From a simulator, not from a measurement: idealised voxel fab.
Process module name: voxel wiring stack
The width of the displayed cross-section, cut, is 270 nm; its cells are square, with a size of 5 nm.
In this document a cross-section is written as a grid of square cells. It is given as a series of bands, listed from the top down, and a band is one or more rows of cells. Look at the band entry: it leads with the top's height and the bottom's height in nm. Then it lists the materials left to right, with a width in nm for each. The word "everywhere" on a single material says that material fills the band edge to edge. The word "blank" is empty space. Height reference: 0 = level under which incoming wafer is all one material. Lowest band: no bottom, runs on downward, e.g. "0 -> down". Read "30 to 40" as a graded width: first number on top, second number at the bottom, same change between each pair of neighbouring rows. "no alterations made" -> step changed no cross-section cell. Voids not open to the top, 8 cells minimum: see "Enclosed cavities". Written width x height at distance; distance is from the left edge; nm. Heads up: the bit after the settings on a step's line is the simulator's remark on that step. "overlay nm" denotes, for a step that has a mask, the displacement of the mask to the right of its planned place, with negative values corresponding to the left. Before/after cross-section pairs, one process step each; after shown to lowest changed band; step and settings beneath. Pairs may be from different runs of this module on the same starting wafer; a pair continues from the one above only where its "Pre-step cross-section" entry says so.

## Pre-step cross-section
- 145 -> 140: Cu everywhere
- 140 -> 135: TiN: 60; Cu: 5; TiN: 85; Cu: 5; TiN: 115
- 135 -> 115: SiO2: 55; TiN: 5; Cu: 5; TiN: 5; SiO2: 75; TiN: 5; Cu: 5; TiN: 5; SiO2: 110
- 115 -> 110: SiCN: 55; TiN: 15; SiCN: 75; TiN: 15; SiCN: 110
- 110 -> 95: SiO2: 55; TiN: 5; Cu: 5; TiN: 5; SiO2: 30; TiN: 5; Cu: 5; TiN: 5; SiO2: 30; TiN: 5; Cu: 5; TiN: 5; SiO2: 30; TiN: 5; Cu: 5; TiN: 5; SiO2: 65
- 95 -> 90: SiO2: 55; TiN: 15; SiO2: 30; TiN: 15; SiO2: 30; TiN: 15; SiO2: 30; TiN: 15; SiO2: 65
- 90 -> 75: SiO2 everywhere
- 75 -> 70: SiCN everywhere
- 70 -> 55: SiO2: 55; TiN: 5; Cu: 10; TiN: 5; SiO2: 25; TiN: 5; Cu: 10; TiN: 5; SiO2: 25; TiN: 5; Cu: 10; TiN: 5; SiO2: 25; TiN: 5; Cu: 10; TiN: 5; SiO2: 60
- 55 -> 50: SiO2: 55; TiN: 5; Cu: 5; TiN: 10; SiO2: 25; TiN: 20; SiO2: 25; TiN: 5; Cu: 5; TiN: 10; SiO2: 25; TiN: 20; SiO2: 60
- 50 -> 40: SiO2: 55; TiN: 5; Cu: 5; TiN: 5; SiO2: 75; TiN: 5; Cu: 5; TiN: 5; SiO2: 110
- 40 -> 35: SiCN: 55; TiN: 15; SiCN: 75; TiN: 15; SiCN: 110
- 35 -> 15: SiO2: 55; TiN: 5; Cu: 10; TiN: 5; SiO2: 25; TiN: 5; Cu: 10; TiN: 5; SiO2: 25; TiN: 5; Cu: 10; TiN: 5; SiO2: 25; TiN: 5; Cu: 10; TiN: 5; SiO2: 60
- 15 -> 10: SiCN: 55; TiN: 20; SiCN: 25; TiN: 20; SiCN: 25; TiN: 20; SiCN: 25; TiN: 20; SiCN: 60
- 10 -> 0: SiO2 everywhere
- 0 -> down: Si everywhere
- Enclosed cavities: none

## Step Outcome
- 135 -> 115: SiO2: 55; TiN: 5; Cu: 5; TiN: 5; SiO2: 75; TiN: 5; Cu: 5; TiN: 5; SiO2: 110
- Under 115: no change, same as before.
- Enclosed cavities: none
Going from the before section above to the after section, the step was CMP (height nm 135)

Pre-step cross-section: after-state, pair directly above.

## Step Outcome
- 140 -> 135: TiN everywhere
- Under 135: no change, same as before.
- Enclosed cavities: none
Going from the before section above to the after section, the step was DIRECTIONAL_DEP (material TiN; thk nm 5)

Pre-step cross-section: after-state, pair directly above.

## Step Outcome
- 165 -> 140: Ru everywhere
- Under 140: no change, same as before.
- Enclosed cavities: none
Going from the before section above to the after section, the step was DIRECTIONAL_DEP (material Ru; thk nm 25)

Pre-step cross-section: after-state, pair directly above.

## Step Outcome
- 185 -> 165: blank: 55; resist: 20; blank: 25; resist: 20; blank: 25; resist: 20; blank: 25; resist: 20; blank: 60
- Under 165: no change, same as before.
- Enclosed cavities: none
Going from the before section above to the after section, the step was PATTERN (tone cover; mask id METAL_4; material resist; width nm 20; pitch nm 45; thk nm 20; overlay nm 0)

Pre-step cross-section: after-state, pair directly above.

## Step Outcome
- 185 -> 165: blank: 55; resist: 20; blank: 25; resist: 20; blank: 25; resist: 20; blank: 25; resist: 20; blank: 60
- 165 -> 140: blank: 55; Ru: 20; blank: 25; Ru: 20; blank: 25; Ru: 20; blank: 25; Ru: 20; blank: 60
- Under 140: no change, same as before.
- Enclosed cavities: none
Going from the before section above to the after section, the step was DIRECTIONAL_ETCH (etch materials Ru; depth nm 25)

Pre-step cross-section: after-state, pair directly above.

## Step Outcome
- 185 -> 165: blank: 55; resist: 20; blank: 25; resist: 20; blank: 25; resist: 20; blank: 25; resist: 20; blank: 60
- 165 -> 140: blank: 55; Ru: 20; blank: 25; Ru: 20; blank: 25; Ru: 20; blank: 25; Ru: 20; blank: 60
- 140 -> 135: blank: 55; TiN: 20; blank: 25; TiN: 20; blank: 25; TiN: 20; blank: 25; TiN: 20; blank: 60
- Under 135: no change, same as before.
- Enclosed cavities: none
Going from the before section above to the after section, the step was DIRECTIONAL_ETCH (etch materials TiN; depth nm 5)

Pre-step cross-section: after-state, pair directly above.

## Step Outcome
- 165 -> 140: blank: 55; Ru: 20; blank: 25; Ru: 20; blank: 25; Ru: 20; blank: 25; Ru: 20; blank: 60
- Under 140: no change, same as before.
- Enclosed cavities: none
Going from the before section above to the after section, the step was STRIP (etch materials resist)

Pre-step cross-section: after-state, pair directly above.

## Step Outcome
- 170 -> 165: SiO2 everywhere
- 165 -> 140: SiO2: 55; Ru: 20; SiO2: 25; Ru: 20; SiO2: 25; Ru: 20; SiO2: 25; Ru: 20; SiO2: 60
- 140 -> 135: SiO2: 55; TiN: 20; SiO2: 25; TiN: 20; SiO2: 25; TiN: 20; SiO2: 25; TiN: 20; SiO2: 60
- Under 135: no change, same as before.
- Enclosed cavities: none
Going from the before section above to the after section, the step was FILL_DEP (material SiO2; thk nm 5)

Pre-step cross-section: after-state, pair directly above.

## Step Outcome
- 165 -> 140: SiO2: 55; Ru: 20; SiO2: 25; Ru: 20; SiO2: 25; Ru: 20; SiO2: 25; Ru: 20; SiO2: 60
- Under 140: no change, same as before.
- Enclosed cavities: none
Going from the before section above to the after section, the step was CMP (height nm 165)

Pre-step cross-section: after-state, pair directly above.

## Step Outcome
- 170 -> 165: SiCN everywhere
- Under 165: no change, same as before.
- Enclosed cavities: none
Going from the before section above to the after section, the step was CONFORMAL_DEP (material SiCN; thk nm 5)

## Pre-step cross-section
- 110 -> 95: SiO2: 55; TiN: 5; Cu: 10; TiN: 5; SiO2: 25; TiN: 5; Cu: 10; TiN: 5; SiO2: 25; TiN: 5; Cu: 10; TiN: 5; SiO2: 25; TiN: 5; Cu: 10; TiN: 5; SiO2: 60
- 95 -> 90: SiO2: 55; TiN: 5; Cu: 5; TiN: 10; SiO2: 25; TiN: 5; Cu: 5; TiN: 10; SiO2: 25; TiN: 5; Cu: 5; TiN: 10; SiO2: 25; TiN: 5; Cu: 5; TiN: 10; SiO2: 60
- 90 -> 75: SiO2: 55; TiN: 5; Cu: 5; TiN: 5; SiO2: 30; TiN: 5; Cu: 5; TiN: 5; SiO2: 30; TiN: 5; Cu: 5; TiN: 5; SiO2: 30; TiN: 5; Cu: 5; TiN: 5; SiO2: 65
- 75 -> 70: SiCN: 55; TiN: 15; SiCN: 30; TiN: 15; SiCN: 30; TiN: 15; SiCN: 30; TiN: 15; SiCN: 65
- 70 -> 55: SiO2: 55; TiN: 5; Cu: 10; TiN: 5; SiO2: 25; TiN: 5; Cu: 10; TiN: 5; SiO2: 25; TiN: 5; Cu: 10; TiN: 5; SiO2: 25; TiN: 5; Cu: 10; TiN: 5; SiO2: 60
- 55 -> 50: SiO2: 55; TiN: 5; Cu: 5; TiN: 10; SiO2: 25; TiN: 20; SiO2: 25; TiN: 5; Cu: 5; TiN: 10; SiO2: 25; TiN: 20; SiO2: 60
- 50 -> 40: SiO2: 55; TiN: 5; Cu: 5; TiN: 5; SiO2: 75; TiN: 5; Cu: 5; TiN: 5; SiO2: 110
- 40 -> 35: SiCN: 55; TiN: 15; SiCN: 75; TiN: 15; SiCN: 110
- 35 -> 15: SiO2: 55; TiN: 5; Cu: 10; TiN: 5; SiO2: 25; TiN: 5; Cu: 10; TiN: 5; SiO2: 25; TiN: 5; Cu: 10; TiN: 5; SiO2: 25; TiN: 5; Cu: 10; TiN: 5; SiO2: 60
- 15 -> 10: SiCN: 55; TiN: 20; SiCN: 25; TiN: 20; SiCN: 25; TiN: 20; SiCN: 25; TiN: 20; SiCN: 60
- 10 -> 0: SiO2 everywhere
- 0 -> down: Si everywhere
- Enclosed cavities: none

## Step Outcome
- 130 -> 110: SiO2 everywhere
- Under 110: no change, same as before.
- Enclosed cavities: none
Going from the before section above to the after section, the step was DIRECTIONAL_DEP (material SiO2; thk nm 20)

Pre-step cross-section: after-state, pair directly above.

## Step Outcome
- 135 -> 130: SiCN everywhere
- Under 130: no change, same as before.
- Enclosed cavities: none
Going from the before section above to the after section, the step was CONFORMAL_DEP (material SiCN; thk nm 5)

Pre-step cross-section: after-state, pair directly above.

## Step Outcome
- 150 -> 135: aC everywhere
- Under 135: no change, same as before.
- Enclosed cavities: none
Going from the before section above to the after section, the step was DIRECTIONAL_DEP (material aC; thk nm 15)

Pre-step cross-section: after-state, pair directly above.

## Step Outcome
- 185 -> 150: resist: 55; blank: 15; resist: 75; blank: 15; resist: 110
- Under 150: no change, same as before.
- Enclosed cavities: none
Going from the before section above to the after section, the step was PATTERN (tone open; mask id PLUG_3; material resist; width nm 15; pitch nm 90; thk nm 35; overlay nm 0)

Pre-step cross-section: after-state, pair directly above.

## Step Outcome
- 170 -> 150: resist: 55; blank: 15; resist: 75; blank: 15; resist: 110
- 150 -> 135: aC: 55; blank: 15; aC: 75; blank: 15; aC: 110
- Under 135: no change, same as before.
- Enclosed cavities: none
Going from the before section above to the after section, the step was DIRECTIONAL_ETCH (etch materials aC; depth nm 15)

Pre-step cross-section: after-state, pair directly above.

## Step Outcome
- 150 -> 135: aC: 55; blank: 15; aC: 75; blank: 15; aC: 110
- Under 135: no change, same as before.
- Enclosed cavities: none
Going from the before section above to the after section, the step was STRIP (etch materials resist)

Pre-step cross-section: after-state, pair directly above.

## Step Outcome
- 150 -> 135: aC: 55; blank: 15; aC: 75; blank: 15; aC: 110
- 135 -> 130: SiCN: 55; blank: 15; SiCN: 75; blank: 15; SiCN: 110
- Under 130: no change, same as before.
- Enclosed cavities: none
Going from the before section above to the after section, the step was DIRECTIONAL_ETCH (etch materials SiCN; depth nm 5)

Pre-step cross-section: after-state, pair directly above.

## Step Outcome
- 135 -> 130: SiCN: 55; blank: 15; SiCN: 75; blank: 15; SiCN: 110
- Under 130: no change, same as before.
- Enclosed cavities: none
Going from the before section above to the after section, the step was STRIP (etch materials aC)

Pre-step cross-section: after-state, pair directly above.

## Step Outcome
- 140 -> 135: TiN: 60; blank: 5; TiN: 85; blank: 5; TiN: 115
- 135 -> 130: SiCN: 55; TiN: 15; SiCN: 75; TiN: 15; SiCN: 110
- Under 130: no change, same as before.
- Enclosed cavities: none
Going from the before section above to the after section, the step was CONFORMAL_DEP (material TiN; thk nm 5)

Pre-step cross-section: after-state, pair directly above.

## Step Outcome
- 145 -> 140: Cu everywhere
- 140 -> 135: TiN: 60; Cu: 5; TiN: 85; Cu: 5; TiN: 115
- Under 135: no change, same as before.
- Enclosed cavities: none
Going from the before section above to the after section, the step was FILL_DEP (material Cu; thk nm 5)

Pre-step cross-section: after-state, pair directly above.

## Step Outcome
- 135 -> 130: SiCN: 55; TiN: 15; SiCN: 75; TiN: 15; SiCN: 110
- Under 130: no change, same as before.
- Enclosed cavities: none
Going from the before section above to the after section, the step was CMP (height nm 135)

Pre-step cross-section: after-state, pair directly above.

## Step Outcome
- 140 -> 135: TiN everywhere
- Under 135: no change, same as before.
- Enclosed cavities: none
Going from the before section above to the after section, the step was DIRECTIONAL_DEP (material TiN; thk nm 5)

Pre-step cross-section: after-state, pair directly above.

## Step Outcome
- 165 -> 140: Ru everywhere
- Under 140: no change, same as before.
- Enclosed cavities: none
Going from the before section above to the after section, the step was DIRECTIONAL_DEP (material Ru; thk nm 25)

Pre-step cross-section: after-state, pair directly above.

## Step Outcome
- 185 -> 165: blank: 55; resist: 20; blank: 25; resist: 20; blank: 25; resist: 20; blank: 25; resist: 20; blank: 60
- Under 165: no change, same as before.
- Enclosed cavities: none
Going from the before section above to the after section, the step was PATTERN (tone cover; mask id METAL_4; material resist; width nm 20; pitch nm 45; thk nm 20; overlay nm 0)

Pre-step cross-section: after-state, pair directly above.

## Step Outcome
- 185 -> 165: blank: 55; resist: 20; blank: 25; resist: 20; blank: 25; resist: 20; blank: 25; resist: 20; blank: 60
- 165 -> 140: blank: 55; Ru: 20; blank: 25; Ru: 20; blank: 25; Ru: 20; blank: 25; Ru: 20; blank: 60
- Under 140: no change, same as before.
- Enclosed cavities: none
Going from the before section above to the after section, the step was DIRECTIONAL_ETCH (etch materials Ru; depth nm 25)

Pre-step cross-section: after-state, pair directly above.

## Step Outcome
- 185 -> 165: blank: 55; resist: 20; blank: 25; resist: 20; blank: 25; resist: 20; blank: 25; resist: 20; blank: 60
- 165 -> 140: blank: 55; Ru: 20; blank: 25; Ru: 20; blank: 25; Ru: 20; blank: 25; Ru: 20; blank: 60
- 140 -> 135: blank: 55; TiN: 20; blank: 25; TiN: 20; blank: 25; TiN: 20; blank: 25; TiN: 20; blank: 60
- Under 135: no change, same as before.
- Enclosed cavities: none
Going from the before section above to the after section, the step was DIRECTIONAL_ETCH (etch materials TiN; depth nm 5)

Pre-step cross-section: after-state, pair directly above.

## Step Outcome
- 165 -> 140: blank: 55; Ru: 20; blank: 25; Ru: 20; blank: 25; Ru: 20; blank: 25; Ru: 20; blank: 60
- Under 140: no change, same as before.
- Enclosed cavities: none
Going from the before section above to the after section, the step was STRIP (etch materials resist)

Pre-step cross-section: after-state, pair directly above.

## Step Outcome
- 170 -> 165: SiO2 everywhere
- 165 -> 140: SiO2: 55; Ru: 20; SiO2: 25; Ru: 20; SiO2: 25; Ru: 20; SiO2: 25; Ru: 20; SiO2: 60
- 140 -> 135: SiO2: 55; TiN: 20; SiO2: 25; TiN: 20; SiO2: 25; TiN: 20; SiO2: 25; TiN: 20; SiO2: 60
- Under 135: no change, same as before.
- Enclosed cavities: none
Going from the before section above to the after section, the step was FILL_DEP (material SiO2; thk nm 5)

Pre-step cross-section: after-state, pair directly above.

## Step Outcome
- 165 -> 140: SiO2: 55; Ru: 20; SiO2: 25; Ru: 20; SiO2: 25; Ru: 20; SiO2: 25; Ru: 20; SiO2: 60
- Under 140: no change, same as before.
- Enclosed cavities: none
Going from the before section above to the after section, the step was CMP (height nm 165)

Pre-step cross-section: after-state, pair directly above.

## Step Outcome
- 170 -> 165: SiCN everywhere
- Under 165: no change, same as before.
- Enclosed cavities: none
Going from the before section above to the after section, the step was CONFORMAL_DEP (material SiCN; thk nm 5)

## Pre-step cross-section
- 40 -> 35: SiCN everywhere
- 35 -> 15: SiO2: 55; TiN: 5; Cu: 10; TiN: 5; SiO2: 25; TiN: 5; Cu: 10; TiN: 5; SiO2: 25; TiN: 5; Cu: 10; TiN: 5; SiO2: 25; TiN: 5; Cu: 10; TiN: 5; SiO2: 60
- 15 -> 10: SiCN: 55; TiN: 20; SiCN: 25; TiN: 20; SiCN: 25; TiN: 20; SiCN: 25; TiN: 20; SiCN: 60
- 10 -> 0: SiO2 everywhere
- 0 -> down: Si everywhere
- Enclosed cavities: none

## Step Outcome
- 65 -> 40: SiO2 everywhere
- Under 40: no change, same as before.
- Enclosed cavities: none
Going from the before section above to the after section, the step was DIRECTIONAL_DEP (material SiO2; thk nm 25)

Pre-step cross-section: after-state, pair directly above.

## Step Outcome
- 80 -> 65: resist: 55; blank: 15; resist: 75; blank: 15; resist: 110
- Under 65: no change, same as before.
- Enclosed cavities: none
Going from the before section above to the after section, the step was PATTERN (tone open; mask id METAL_2_HOLES; material resist; width nm 15; pitch nm 90; thk nm 15; overlay nm 0)

Pre-step cross-section: after-state, pair directly above.

## Step Outcome
- 80 -> 65: resist: 55; blank: 15; resist: 75; blank: 15; resist: 110
- 65 -> 40: SiO2: 55; blank: 15; SiO2: 75; blank: 15; SiO2: 110
- Under 40: no change, same as before.
- Enclosed cavities: none
Going from the before section above to the after section, the step was DIRECTIONAL_ETCH (etch materials SiO2; depth nm 30)

Pre-step cross-section: after-state, pair directly above.

## Step Outcome
- 65 -> 40: SiO2: 55; blank: 15; SiO2: 75; blank: 15; SiO2: 110
- Under 40: no change, same as before.
- Enclosed cavities: none
Going from the before section above to the after section, the step was STRIP (etch materials resist)

Pre-step cross-section: after-state, pair directly above.

## Step Outcome
- 75 -> 65: aC: 55; blank: 15; aC: 75; blank: 15; aC: 110
- 65 -> 50: SiO2: 55; blank: 15; SiO2: 75; blank: 15; SiO2: 110
- 50 -> 40: SiO2: 55; aC: 15; SiO2: 75; aC: 15; SiO2: 110
- Under 40: no change, same as before.
- Enclosed cavities: none
Going from the before section above to the after section, the step was DIRECTIONAL_DEP (material aC; thk nm 10)

Pre-step cross-section: after-state, pair directly above.

## Step Outcome
- 100 -> 75: resist: 55; blank: 20; resist: 25; blank: 20; resist: 25; blank: 20; resist: 25; blank: 20; resist: 60
- Under 75: no change, same as before.
- Enclosed cavities: none
Going from the before section above to the after section, the step was PATTERN (tone open; mask id METAL_2; material resist; width nm 20; pitch nm 45; thk nm 25; overlay nm 0)

Pre-step cross-section: after-state, pair directly above.

## Step Outcome
- 90 -> 75: resist: 55; blank: 20; resist: 25; blank: 20; resist: 25; blank: 20; resist: 25; blank: 20; resist: 60
- 75 -> 65: aC: 55; blank: 20; aC: 25; blank: 20; aC: 25; blank: 20; aC: 25; blank: 20; aC: 60
- 65 -> 40: SiO2: 55; blank: 15; SiO2: 75; blank: 15; SiO2: 110
- Under 40: no change, same as before.
- Enclosed cavities: none
Going from the before section above to the after section, the step was DIRECTIONAL_ETCH (etch materials aC; depth nm 10)

Pre-step cross-section: after-state, pair directly above.

## Step Outcome
- 75 -> 65: aC: 55; blank: 20; aC: 25; blank: 20; aC: 25; blank: 20; aC: 25; blank: 20; aC: 60
- Under 65: no change, same as before.
- Enclosed cavities: none
Going from the before section above to the after section, the step was STRIP (etch materials resist)

Pre-step cross-section: after-state, pair directly above.

## Step Outcome
- 75 -> 65: aC: 55; blank: 20; aC: 25; blank: 20; aC: 25; blank: 20; aC: 25; blank: 20; aC: 60
- 65 -> 45: SiO2: 55; blank: 20; SiO2: 25; blank: 20; SiO2: 25; blank: 20; SiO2: 25; blank: 20; SiO2: 60
- Under 45: no change, same as before.
- Enclosed cavities: none
Going from the before section above to the after section, the step was DIRECTIONAL_ETCH (etch materials SiO2; depth nm 20)

Pre-step cross-section: after-state, pair directly above.

## Step Outcome
- 75 -> 65: aC: 55; blank: 20; aC: 25; blank: 20; aC: 25; blank: 20; aC: 25; blank: 20; aC: 60
- 65 -> 45: SiO2: 55; blank: 20; SiO2: 25; blank: 20; SiO2: 25; blank: 20; SiO2: 25; blank: 20; SiO2: 60
- 45 -> 40: SiO2: 55; blank: 15; SiO2: 75; blank: 15; SiO2: 110
- 40 -> 35: SiCN: 55; blank: 15; SiCN: 75; blank: 15; SiCN: 110
- Under 35: no change, same as before.
- Enclosed cavities: none
Going from the before section above to the after section, the step was DIRECTIONAL_ETCH (etch materials SiCN; depth nm 5)

Pre-step cross-section: after-state, pair directly above.

## Step Outcome
- 65 -> 45: SiO2: 55; blank: 20; SiO2: 25; blank: 20; SiO2: 25; blank: 20; SiO2: 25; blank: 20; SiO2: 60
- Under 45: no change, same as before.
- Enclosed cavities: none
Going from the before section above to the after section, the step was STRIP (etch materials aC)

Pre-step cross-section: after-state, pair directly above.

## Step Outcome
- 70 -> 65: TiN: 60; blank: 10; TiN: 35; blank: 10; TiN: 35; blank: 10; TiN: 35; blank: 10; TiN: 65
- 65 -> 50: SiO2: 55; TiN: 5; blank: 10; TiN: 5; SiO2: 25; TiN: 5; blank: 10; TiN: 5; SiO2: 25; TiN: 5; blank: 10; TiN: 5; SiO2: 25; TiN: 5; blank: 10; TiN: 5; SiO2: 60
- 50 -> 45: SiO2: 55; TiN: 5; blank: 5; TiN: 10; SiO2: 25; TiN: 20; SiO2: 25; TiN: 5; blank: 5; TiN: 10; SiO2: 25; TiN: 20; SiO2: 60
- 45 -> 40: SiO2: 55; TiN: 5; blank: 5; TiN: 5; SiO2: 75; TiN: 5; blank: 5; TiN: 5; SiO2: 110
- 40 -> 35: SiCN: 55; TiN: 15; SiCN: 75; TiN: 15; SiCN: 110
- Under 35: no change, same as before.
- Enclosed cavities: none
Going from the before section above to the after section, the step was CONFORMAL_DEP (material TiN; thk nm 5)

Pre-step cross-section: after-state, pair directly above.

## Step Outcome
- 75 -> 70: Cu everywhere
- 70 -> 65: TiN: 60; Cu: 10; TiN: 35; Cu: 10; TiN: 35; Cu: 10; TiN: 35; Cu: 10; TiN: 65
- 65 -> 50: SiO2: 55; TiN: 5; Cu: 10; TiN: 5; SiO2: 25; TiN: 5; Cu: 10; TiN: 5; SiO2: 25; TiN: 5; Cu: 10; TiN: 5; SiO2: 25; TiN: 5; Cu: 10; TiN: 5; SiO2: 60
- 50 -> 45: SiO2: 55; TiN: 5; Cu: 5; TiN: 10; SiO2: 25; TiN: 20; SiO2: 25; TiN: 5; Cu: 5; TiN: 10; SiO2: 25; TiN: 20; SiO2: 60
- 45 -> 40: SiO2: 55; TiN: 5; Cu: 5; TiN: 5; SiO2: 75; TiN: 5; Cu: 5; TiN: 5; SiO2: 110
- Under 40: no change, same as before.
- Enclosed cavities: none
Going from the before section above to the after section, the step was FILL_DEP (material Cu; thk nm 5)

Pre-step cross-section: after-state, pair directly above.

## Step Outcome
- 70 -> 65: TiN: 60; Cu: 10; TiN: 35; Cu: 10; TiN: 35; Cu: 10; TiN: 35; Cu: 10; TiN: 65
- Under 65: no change, same as before.
- Enclosed cavities: none
Going from the before section above to the after section, the step was CMP (height nm 70)

Pre-step cross-section: after-state, pair directly above.

## Step Outcome
- 75 -> 70: SiCN everywhere
- Under 70: no change, same as before.
- Enclosed cavities: none
Going from the before section above to the after section, the step was CONFORMAL_DEP (material SiCN; thk nm 5)

Pre-step cross-section: after-state, pair directly above.

## Step Outcome
- 110 -> 75: SiO2 everywhere
- Under 75: no change, same as before.
- Enclosed cavities: none
Going from the before section above to the after section, the step was DIRECTIONAL_DEP (material SiO2; thk nm 35)

Pre-step cross-section: after-state, pair directly above.

## Step Outcome
- 125 -> 110: resist: 55; blank: 15; resist: 30; blank: 15; resist: 30; blank: 15; resist: 30; blank: 15; resist: 65
- Under 110: no change, same as before.
- Enclosed cavities: none
Going from the before section above to the after section, the step was PATTERN (tone open; mask id METAL_3_HOLES; material resist; width nm 15; pitch nm 45; thk nm 15; overlay nm 0)

Pre-step cross-section: after-state, pair directly above.

## Step Outcome
- 125 -> 110: resist: 55; blank: 15; resist: 30; blank: 15; resist: 30; blank: 15; resist: 30; blank: 15; resist: 65
- 110 -> 75: SiO2: 55; blank: 15; SiO2: 30; blank: 15; SiO2: 30; blank: 15; SiO2: 30; blank: 15; SiO2: 65
- Under 75: no change, same as before.
- Enclosed cavities: none
Going from the before section above to the after section, the step was DIRECTIONAL_ETCH (etch materials SiO2; depth nm 35)

Pre-step cross-section: after-state, pair directly above.

## Step Outcome
- 110 -> 75: SiO2: 55; blank: 15; SiO2: 30; blank: 15; SiO2: 30; blank: 15; SiO2: 30; blank: 15; SiO2: 65
- Under 75: no change, same as before.
- Enclosed cavities: none
Going from the before section above to the after section, the step was STRIP (etch materials resist)

Pre-step cross-section: after-state, pair directly above.

## Step Outcome
- 125 -> 110: resist: 55; blank: 20; resist: 25; blank: 20; resist: 25; blank: 20; resist: 25; blank: 20; resist: 60
- Under 110: no change, same as before.
- Enclosed cavities: none
Going from the before section above to the after section, the step was PATTERN (tone open; mask id METAL_3; material resist; width nm 20; pitch nm 45; thk nm 15; overlay nm 0)

Pre-step cross-section: after-state, pair directly above.

## Step Outcome
- 125 -> 110: resist: 55; blank: 20; resist: 25; blank: 20; resist: 25; blank: 20; resist: 25; blank: 20; resist: 60
- 110 -> 90: SiO2: 55; blank: 20; SiO2: 25; blank: 20; SiO2: 25; blank: 20; SiO2: 25; blank: 20; SiO2: 60
- Under 90: no change, same as before.
- Enclosed cavities: none
Going from the before section above to the after section, the step was DIRECTIONAL_ETCH (etch materials SiO2; depth nm 20)

Pre-step cross-section: after-state, pair directly above.

## Step Outcome
- 125 -> 110: resist: 55; blank: 20; resist: 25; blank: 20; resist: 25; blank: 20; resist: 25; blank: 20; resist: 60
- 110 -> 90: SiO2: 55; blank: 20; SiO2: 25; blank: 20; SiO2: 25; blank: 20; SiO2: 25; blank: 20; SiO2: 60
- 90 -> 75: SiO2: 55; blank: 15; SiO2: 30; blank: 15; SiO2: 30; blank: 15; SiO2: 30; blank: 15; SiO2: 65
- 75 -> 70: SiCN: 55; blank: 15; SiCN: 30; blank: 15; SiCN: 30; blank: 15; SiCN: 30; blank: 15; SiCN: 65
- Under 70: no change, same as before.
- Enclosed cavities: none
Going from the before section above to the after section, the step was DIRECTIONAL_ETCH (etch materials SiCN; depth nm 5)

Pre-step cross-section: after-state, pair directly above.

## Step Outcome
- 110 -> 90: SiO2: 55; blank: 20; SiO2: 25; blank: 20; SiO2: 25; blank: 20; SiO2: 25; blank: 20; SiO2: 60
- Under 90: no change, same as before.
- Enclosed cavities: none
Going from the before section above to the after section, the step was STRIP (etch materials resist)

Pre-step cross-section: after-state, pair directly above.

## Step Outcome
- 115 -> 110: TiN: 60; blank: 10; TiN: 35; blank: 10; TiN: 35; blank: 10; TiN: 35; blank: 10; TiN: 65
- 110 -> 95: SiO2: 55; TiN: 5; blank: 10; TiN: 5; SiO2: 25; TiN: 5; blank: 10; TiN: 5; SiO2: 25; TiN: 5; blank: 10; TiN: 5; SiO2: 25; TiN: 5; blank: 10; TiN: 5; SiO2: 60
- 95 -> 90: SiO2: 55; TiN: 5; blank: 5; TiN: 10; SiO2: 25; TiN: 5; blank: 5; TiN: 10; SiO2: 25; TiN: 5; blank: 5; TiN: 10; SiO2: 25; TiN: 5; blank: 5; TiN: 10; SiO2: 60
- 90 -> 75: SiO2: 55; TiN: 5; blank: 5; TiN: 5; SiO2: 30; TiN: 5; blank: 5; TiN: 5; SiO2: 30; TiN: 5; blank: 5; TiN: 5; SiO2: 30; TiN: 5; blank: 5; TiN: 5; SiO2: 65
- 75 -> 70: SiCN: 55; TiN: 15; SiCN: 30; TiN: 15; SiCN: 30; TiN: 15; SiCN: 30; TiN: 15; SiCN: 65
- Under 70: no change, same as before.
- Enclosed cavities: none
Going from the before section above to the after section, the step was CONFORMAL_DEP (material TiN; thk nm 5)

Pre-step cross-section: after-state, pair directly above.

## Step Outcome
- 120 -> 115: Cu everywhere
- 115 -> 110: TiN: 60; Cu: 10; TiN: 35; Cu: 10; TiN: 35; Cu: 10; TiN: 35; Cu: 10; TiN: 65
- 110 -> 95: SiO2: 55; TiN: 5; Cu: 10; TiN: 5; SiO2: 25; TiN: 5; Cu: 10; TiN: 5; SiO2: 25; TiN: 5; Cu: 10; TiN: 5; SiO2: 25; TiN: 5; Cu: 10; TiN: 5; SiO2: 60
- 95 -> 90: SiO2: 55; TiN: 5; Cu: 5; TiN: 10; SiO2: 25; TiN: 5; Cu: 5; TiN: 10; SiO2: 25; TiN: 5; Cu: 5; TiN: 10; SiO2: 25; TiN: 5; Cu: 5; TiN: 10; SiO2: 60
- 90 -> 75: SiO2: 55; TiN: 5; Cu: 5; TiN: 5; SiO2: 30; TiN: 5; Cu: 5; TiN: 5; SiO2: 30; TiN: 5; Cu: 5; TiN: 5; SiO2: 30; TiN: 5; Cu: 5; TiN: 5; SiO2: 65
- Under 75: no change, same as before.
- Enclosed cavities: none
Going from the before section above to the after section, the step was FILL_DEP (material Cu; thk nm 5)

Pre-step cross-section: after-state, pair directly above.

## Step Outcome
- 110 -> 95: SiO2: 55; TiN: 5; Cu: 10; TiN: 5; SiO2: 25; TiN: 5; Cu: 10; TiN: 5; SiO2: 25; TiN: 5; Cu: 10; TiN: 5; SiO2: 25; TiN: 5; Cu: 10; TiN: 5; SiO2: 60
- Under 95: no change, same as before.
- Enclosed cavities: none
Going from the before section above to the after section, the step was CMP (height nm 110)

Pre-step cross-section: after-state, pair directly above.

## Step Outcome
- 115 -> 110: SiCN everywhere
- Under 110: no change, same as before.
- Enclosed cavities: none
Going from the before section above to the after section, the step was CONFORMAL_DEP (material SiCN; thk nm 5)

Pre-step cross-section: after-state, pair directly above.

## Step Outcome
- 135 -> 115: SiO2 everywhere
- Under 115: no change, same as before.
- Enclosed cavities: none
Going from the before section above to the after section, the step was DIRECTIONAL_DEP (material SiO2; thk nm 20)

Pre-step cross-section: after-state, pair directly above.

## Step Outcome
- 150 -> 135: aC everywhere
- Under 135: no change, same as before.
- Enclosed cavities: none
Going from the before section above to the after section, the step was DIRECTIONAL_DEP (material aC; thk nm 15)

Pre-step cross-section: after-state, pair directly above.

## Step Outcome
- 185 -> 150: resist: 55; blank: 15; resist: 75; blank: 15; resist: 110
- Under 150: no change, same as before.
- Enclosed cavities: none
Going from the before section above to the after section, the step was PATTERN (tone open; mask id PLUG_3; material resist; width nm 15; pitch nm 90; thk nm 35; overlay nm 0)

Pre-step cross-section: after-state, pair directly above.

## Step Outcome
- 170 -> 150: resist: 55; blank: 15; resist: 75; blank: 15; resist: 110
- 150 -> 135: aC: 55; blank: 15; aC: 75; blank: 15; aC: 110
- Under 135: no change, same as before.
- Enclosed cavities: none
Going from the before section above to the after section, the step was DIRECTIONAL_ETCH (etch materials aC; depth nm 15)

Pre-step cross-section: after-state, pair directly above.

## Step Outcome
- 150 -> 135: aC: 55; blank: 15; aC: 75; blank: 15; aC: 110
- Under 135: no change, same as before.
- Enclosed cavities: none
Going from the before section above to the after section, the step was STRIP (etch materials resist)
